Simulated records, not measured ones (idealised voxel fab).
A process module follows: voxel capacitor over wiring.
FYI the section here is cut, 295 nm wide, cells are 5 nm squares.
Throughout this document, each cross-section is represented as a grid of square cells and is presented as a sequence of bands enumerated from the top downward, where a band comprises one or more rows of cells.
Basically the band line says how high the top is and how high the bottom is, in nm, and then what's in it from left to right, every material with its width in nm. Empty space shows up as "blank", and if a single material carries "all across" it runs the full band edge to edge.
We count height from 0. Below that, the starting wafer is all one material. The lowest band never ends at the bottom but goes on down; see "from 0 down" for how that is written.
A width such as "30->40" changes by the same amount from each row of cells to the next, from the band's top row to its bottom row.
"nothing was modified" means the step left every cell of the cross-section as it was.
The entry "Enclosed internal voids" lists the empty spaces that cover at least 8 cells and have no open path to the top. Each is written as width x height at distance, where the distance is measured from the left edge and all three values are in nm.
On each step's line, the part that comes after the settings is the simulator's own comment on the step.
overlay nm: right-of-plan distance of the mask on a masked step; negative values mean left-of-plan.
-- Process steps (planned)
1 RECEIVE | material Si
2 CONFORMAL_DEP | material SiO2 | thk nm 15
3 DIRECTIONAL_DEP | material TiN | thk nm 5
4 DIRECTIONAL_DEP | material W | thk nm 25
5 MASKED_ETCH | tone cover | mask id METAL_1 | width nm 25 | pitch nm 90 | etch materials W | depth nm 25 | overlay nm 0
6 MASKED_ETCH | tone cover | mask id METAL_1 | width nm 25 | pitch nm 90 | etch materials TiN | depth nm 5 | overlay nm 0
7 FILL_DEP | material SiO2 | thk nm 5
8 CMP | height nm 45
9 CONFORMAL_DEP | material SiCN | thk nm 5
10 DIRECTIONAL_DEP | material SiO2 | thk nm 10
11 PATTERN | tone open | mask id PLUG_1 | material resist | width nm 15 | thk nm 15 | overlay nm 0
12 DIRECTIONAL_ETCH | etch materials SiO2 | depth nm 10
13 DIRECTIONAL_ETCH | etch materials SiCN | depth nm 5
14 STRIP | etch materials resist
15 EPI | material Ru | thk nm 10
16 EPI | material Ru | thk nm 5
17 DIRECTIONAL_DEP | material TiN | thk nm 5
18 DIRECTIONAL_DEP | material Al2O3 | thk nm 5
19 DIRECTIONAL_DEP | material TiN | thk nm 10
20 PATTERN | tone cover | mask id UPPER_PLATE | material resist | width nm 70 | thk nm 15 | overlay nm 0
21 DIRECTIONAL_ETCH | etch materials TiN | depth nm 10
22 DIRECTIONAL_ETCH | etch materials Al2O3 | depth nm 5
23 STRIP | etch materials resist
24 MASKED_ETCH | tone cover | mask id LOWER_PLATE | width nm 80 | etch materials TiN | depth nm 5 | overlay nm 0
25 FILL_DEP | material SiO2 | thk nm 20
26 CMP | height nm 95
27 PATTERN | tone open | mask id PLUG_2 | material resist | width nm 15 | thk nm 15 | overlay nm 0
28 DIRECTIONAL_ETCH | etch materials SiO2 | depth nm 15
29 STRIP | etch materials resist
30 CONFORMAL_DEP | material TiN | thk nm 5
31 FILL_DEP | material Cu | thk nm 10
32 CMP | height nm 95
33 CONFORMAL_DEP | material SiCN | thk nm 5
-- The cross-section here shows the wafer as received, i.e. in its state after step 1
- from 0 down  Si all across
- Enclosed internal voids: none
-- The following cross-section depicts the wafer upon conclusion of the module. Processing commenced from the starting condition illustrated above and adhered to the plan illustrated above, save for one mistake in execution
- from 100 to 95  SiCN all across
- from 95 to 85  SiO2 110 nm, TiN 5 nm, Cu 5 nm, TiN 5 nm, SiO2 170 nm
- from 85 to 80  SiO2 110 nm, TiN 15 nm, SiO2 170 nm
- from 80 to 75  SiO2 all across
- from 75 to 65  SiO2 100 nm, TiN 70 nm, SiO2 125 nm
- from 65 to 60  SiO2 95 nm, TiN 80 nm, SiO2 120 nm
- from 60 to 50  SiO2 100 nm, Ru 15 nm, SiO2 180 nm
- from 50 to 45  SiCN 100 nm, Ru 15 nm, SiCN 180 nm
- from 45 to 20  SiO2 90 nm, W 25 nm, SiO2 65 nm, W 25 nm, SiO2 90 nm
- from 20 to 15  SiO2 90 nm, TiN 25 nm, SiO2 65 nm, TiN 25 nm, SiO2 90 nm
- from 15 to 0  SiO2 all across
- from 0 down  Si all across
- Enclosed internal voids: none
Nonconformance to the process plan: plan step 18: skipped, not run
